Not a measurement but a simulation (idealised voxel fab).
process module | voxel tone inversion
cross-section cut | 200 nm wide | cells 5 nm
A cross-section is a grid of square cells, given in bands from the top down. A band is one or more rows of cells.
Each band's line starts with the height of the band's top and of its bottom, in nm. Then come its materials from left to right, each with its width in nm. One material with "throughout" fills the band from edge to edge. "air" is empty space.
Height 0 is the level under which the wafer as received is all one material. The lowest band goes on downwards, as in "0 down".
A width such as "30 to 40" changes by the same amount from each row of cells to the next, from the band's top row to its bottom row.
"no change" after a step means that no cell of the cross-section changed.
closed voids: empty space of 8 cells or more with no open way to the top, each as width x height at its distance from the left edge, in nm
after a step's settings: what the simulator itself notes on the step
overlay nm, on a step with a mask: how far to the right of its planned place the mask lay; to the left if negative
plan
1 op RECEIVE | material Si
2 op CONFORMAL_DEP | material SiCN | thk nm 5
3 op DIRECTIONAL_DEP | material aC | thk nm 25
4 op PATTERN | tone cover | mask id POSTS | material resist | width nm 20 | pitch nm 35 | thk nm 35 | overlay nm 0
5 op DIRECTIONAL_ETCH | etch materials aC | depth nm 25
6 op STRIP | etch materials resist
7 op FILL_DEP | material SiO2 | thk nm 10
8 op CMP | height nm 30
9 op STRIP | etch materials aC
10 op CONFORMAL_DEP | material TiN | thk nm 5
11 op FILL_DEP | material Cu | thk nm 10
12 op CMP | height nm 30
13 op CONFORMAL_DEP | material SiCN | thk nm 5
as received, after step 1
  0 down: Si throughout
  closed voids: none
first wafer at the end, as planned
  35 to 30: SiCN throughout
  30 to 10: SiO2 70 | TiN 5 | Cu 10 | TiN 5 | SiO2 15 | TiN 5 | Cu 10 | TiN 5 | SiO2 75
  10 to 5: SiO2 70 | TiN 20 | SiO2 15 | TiN 20 | SiO2 75
  5 to 0: SiCN throughout
  0 down: Si throughout
  closed voids: none
second wafer at the end: like start, like plan, one mistake
  35 to 30: SiCN throughout
  30 to 25: TiN 75 | Cu 10 | TiN 25 | Cu 10 | TiN 80
  25 to 10: SiO2 70 | TiN 5 | Cu 10 | TiN 5 | SiO2 15 | TiN 5 | Cu 10 | TiN 5 | SiO2 75
  10 to 5: SiO2 70 | TiN 20 | SiO2 15 | TiN 20 | SiO2 75
  5 to 0: SiCN throughout
  0 down: Si throughout
  closed voids: none
what went wrong: step 8 ran as: op CMP | height nm 25
at the end the second wafer has, in cells: 32 fewer of SiO2 | 32 more of TiN
